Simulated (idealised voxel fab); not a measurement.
process module | voxel self aligned vias
cross-section cut | 210 nm wide | cells 5 nm
A cross-section is a grid of square cells, given in bands from the top down. A band is one or more rows of cells.
Each band's line starts with the height of the band's top and of its bottom, in nm. Then come its materials from left to right, each with its width in nm. One material with "throughout" fills the band from edge to edge. "air" is empty space.
Height 0 is the level under which the wafer as received is all one material. The lowest band goes on downwards, as in "0 down".
A width such as "30 to 40" changes by the same amount from each row of cells to the next, from the band's top row to its bottom row.
"no change" after a step means that no cell of the cross-section changed.
closed voids: empty space of 8 cells or more with no open way to the top, each as width x height at its distance from the left edge, in nm
after a step's settings: what the simulator itself notes on the step
overlay nm, on a step with a mask: how far to the right of its planned place the mask lay; to the left if negative
plan
1 op RECEIVE | material Si
2 op CONFORMAL_DEP | material SiO2 | thk nm 10
3 op CONFORMAL_DEP | material SiCN | thk nm 5
4 op DIRECTIONAL_DEP | material lowk | thk nm 20
5 op PATTERN | tone open | mask id LINES | material resist | width nm 30 | pitch nm 55 | thk nm 15 | overlay nm 0
6 op DIRECTIONAL_ETCH | etch materials lowk | depth nm 20
7 op STRIP | etch materials resist
8 op CONFORMAL_DEP | material TiN | thk nm 5
9 op FILL_DEP | material Ru | thk nm 10
10 op CMP | height nm 35
11 op SELECTIVE_ETCH | etch materials W Ru TiN | depth nm 5
12 op FILL_DEP | material SiN | thk nm 5
13 op CMP | height nm 35
14 op DIRECTIONAL_DEP | material lowk | thk nm 20
15 op MASKED_ETCH | tone open | mask id VIAS | width nm 40 | etch materials lowk | depth nm 20 | overlay nm 0
16 op MASKED_ETCH | tone open | mask id VIAS | width nm 40 | etch materials SiN | depth nm 5 | overlay nm 0
17 op CONFORMAL_DEP | material TiN | thk nm 5
18 op FILL_DEP | material W | thk nm 10
19 op CMP | height nm 55
20 op CONFORMAL_DEP | material SiN | thk nm 5
first wafer, as planned
as received, after step 1
  0 down: Si throughout
  closed voids: none
after step 2
  10 to 0: SiO2 throughout
  below 0: unchanged
after step 3
  15 to 10: SiCN throughout
  below 10: unchanged
after step 4
  35 to 15: lowk throughout
  below 15: unchanged
after step 5
  50 to 35: resist 60 | air 30 | resist 25 | air 30 | resist 65
  below 35: unchanged
after step 6
  50 to 35: resist 60 | air 30 | resist 25 | air 30 | resist 65
  35 to 15: lowk 60 | air 30 | lowk 25 | air 30 | lowk 65
  below 15: unchanged
after step 7
  35 to 15: lowk 60 | air 30 | lowk 25 | air 30 | lowk 65
  below 15: unchanged
after step 8
  40 to 35: TiN 65 | air 20 | TiN 35 | air 20 | TiN 70
  35 to 20: lowk 60 | TiN 5 | air 20 | TiN 5 | lowk 25 | TiN 5 | air 20 | TiN 5 | lowk 65
  20 to 15: lowk 60 | TiN 30 | lowk 25 | TiN 30 | lowk 65
  below 15: unchanged
after step 9
  50 to 40: Ru throughout
  40 to 35: TiN 65 | Ru 20 | TiN 35 | Ru 20 | TiN 70
  35 to 20: lowk 60 | TiN 5 | Ru 20 | TiN 5 | lowk 25 | TiN 5 | Ru 20 | TiN 5 | lowk 65
  below 20: unchanged
after step 10
  35 to 20: lowk 60 | TiN 5 | Ru 20 | TiN 5 | lowk 25 | TiN 5 | Ru 20 | TiN 5 | lowk 65
  below 20: unchanged
after step 11
  35 to 30: lowk 60 | air 30 | lowk 25 | air 30 | lowk 65
  below 30: unchanged
after step 12
  40 to 35: SiN throughout
  35 to 30: lowk 60 | SiN 30 | lowk 25 | SiN 30 | lowk 65
  below 30: unchanged
after step 13
  35 to 30: lowk 60 | SiN 30 | lowk 25 | SiN 30 | lowk 65
  below 30: unchanged
after step 14
  55 to 35: lowk throughout
  below 35: unchanged
after step 15
  55 to 35: lowk 55 | air 40 | lowk 115
  below 35: unchanged
after step 16
  55 to 35: lowk 55 | air 40 | lowk 115
  35 to 30: lowk 60 | air 30 | lowk 25 | SiN 30 | lowk 65
  below 30: unchanged
after step 17
  60 to 55: TiN 60 | air 30 | TiN 120
  55 to 40: lowk 55 | TiN 5 | air 30 | TiN 5 | lowk 115
  40 to 35: lowk 55 | TiN 10 | air 20 | TiN 10 | lowk 115
  35 to 30: lowk 60 | TiN 30 | lowk 25 | SiN 30 | lowk 65
  below 30: unchanged
after step 18
  70 to 60: W throughout
  60 to 55: TiN 60 | W 30 | TiN 120
  55 to 40: lowk 55 | TiN 5 | W 30 | TiN 5 | lowk 115
  40 to 35: lowk 55 | TiN 10 | W 20 | TiN 10 | lowk 115
  below 35: unchanged
after step 19
  55 to 40: lowk 55 | TiN 5 | W 30 | TiN 5 | lowk 115
  below 40: unchanged
after step 20
  60 to 55: SiN throughout
  below 55: unchanged
second wafer: like start, like plan, one mistake. Through step 1 it matches the first wafer
when step 2 should have ended
  10 to 0: lowk throughout
  below 0: unchanged
when step 3 should have ended
  15 to 10: SiCN throughout
  below 10: unchanged
when step 4 should have ended
  35 to 15: lowk throughout
  below 15: unchanged
when step 5 should have ended
  50 to 35: resist 60 | air 30 | resist 25 | air 30 | resist 65
  below 35: unchanged
when step 6 should have ended
  50 to 35: resist 60 | air 30 | resist 25 | air 30 | resist 65
  35 to 15: lowk 60 | air 30 | lowk 25 | air 30 | lowk 65
  below 15: unchanged
when step 7 should have ended
  35 to 15: lowk 60 | air 30 | lowk 25 | air 30 | lowk 65
  below 15: unchanged
when step 8 should have ended
  40 to 35: TiN 65 | air 20 | TiN 35 | air 20 | TiN 70
  35 to 20: lowk 60 | TiN 5 | air 20 | TiN 5 | lowk 25 | TiN 5 | air 20 | TiN 5 | lowk 65
  20 to 15: lowk 60 | TiN 30 | lowk 25 | TiN 30 | lowk 65
  below 15: unchanged
when step 9 should have ended
  50 to 40: Ru throughout
  40 to 35: TiN 65 | Ru 20 | TiN 35 | Ru 20 | TiN 70
  35 to 20: lowk 60 | TiN 5 | Ru 20 | TiN 5 | lowk 25 | TiN 5 | Ru 20 | TiN 5 | lowk 65
  below 20: unchanged
when step 10 should have ended
  35 to 20: lowk 60 | TiN 5 | Ru 20 | TiN 5 | lowk 25 | TiN 5 | Ru 20 | TiN 5 | lowk 65
  below 20: unchanged
when step 11 should have ended
  35 to 30: lowk 60 | air 30 | lowk 25 | air 30 | lowk 65
  below 30: unchanged
when step 12 should have ended
  40 to 35: SiN throughout
  35 to 30: lowk 60 | SiN 30 | lowk 25 | SiN 30 | lowk 65
  below 30: unchanged
when step 13 should have ended
  35 to 30: lowk 60 | SiN 30 | lowk 25 | SiN 30 | lowk 65
  below 30: unchanged
when step 14 should have ended
  55 to 35: lowk throughout
  below 35: unchanged
when step 15 should have ended
  55 to 35: lowk 55 | air 40 | lowk 115
  below 35: unchanged
when step 16 should have ended
  55 to 35: lowk 55 | air 40 | lowk 115
  35 to 30: lowk 60 | air 30 | lowk 25 | SiN 30 | lowk 65
  below 30: unchanged
when step 17 should have ended
  60 to 55: TiN 60 | air 30 | TiN 120
  55 to 40: lowk 55 | TiN 5 | air 30 | TiN 5 | lowk 115
  40 to 35: lowk 55 | TiN 10 | air 20 | TiN 10 | lowk 115
  35 to 30: lowk 60 | TiN 30 | lowk 25 | SiN 30 | lowk 65
  below 30: unchanged
when step 18 should have ended
  70 to 60: W throughout
  60 to 55: TiN 60 | W 30 | TiN 120
  55 to 40: lowk 55 | TiN 5 | W 30 | TiN 5 | lowk 115
  40 to 35: lowk 55 | TiN 10 | W 20 | TiN 10 | lowk 115
  below 35: unchanged
when step 19 should have ended
  55 to 40: lowk 55 | TiN 5 | W 30 | TiN 5 | lowk 115
  below 40: unchanged
when step 20 should have ended
  60 to 55: SiN throughout
  below 55: unchanged
what went wrong: step 2 ran as: op CONFORMAL_DEP | material lowk | thk nm 10
at the end the second wafer has, in cells: 84 fewer of SiO2 | 84 more of lowk
